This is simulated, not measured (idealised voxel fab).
process module | voxel released beams
cross-section cut | 290 nm wide | cells 5 nm
A cross-section is a grid of square cells, given in bands from the top down. A band is one or more rows of cells.
Each band's line starts with the height of the band's top and of its bottom, in nm. Then come its materials from left to right, each with its width in nm. One material with "throughout" fills the band from edge to edge. "air" is empty space.
Height 0 is the level under which the wafer as received is all one material. The lowest band goes on downwards, as in "0 down".
A width such as "30 to 40" changes by the same amount from each row of cells to the next, from the band's top row to its bottom row.
"no change" after a step means that no cell of the cross-section changed.
closed voids: empty space of 8 cells or more with no open way to the top, each as width x height at its distance from the left edge, in nm
after a step's settings: what the simulator itself notes on the step
overlay nm, on a step with a mask: how far to the right of its planned place the mask lay; to the left if negative
plan
1 op RECEIVE | material Si
2 op CONFORMAL_DEP | material SiN | thk nm 10
3 op DIRECTIONAL_DEP | material SiO2 | thk nm 20
4 op MASKED_ETCH | tone open | mask id ANCHOR | width nm 35 | etch materials SiO2 | depth nm 20 | overlay nm 0
5 op CONFORMAL_DEP | material polySi | thk nm 10
6 op MASKED_ETCH | tone cover | mask id BEAM | width nm 90 | etch materials polySi | depth nm 10 | overlay nm 0
7 op STRIP | etch materials SiO2
as received, after step 1
  0 down: Si throughout
  closed voids: none
a wafer at the end: this start, this plan, one mistake
  30 to 10: SiO2 100 | air 35 | SiO2 155
  10 to 0: SiN throughout
  0 down: Si throughout
  closed voids: none
what went wrong: step 7 ran as: op STRIP | etch materials polySi
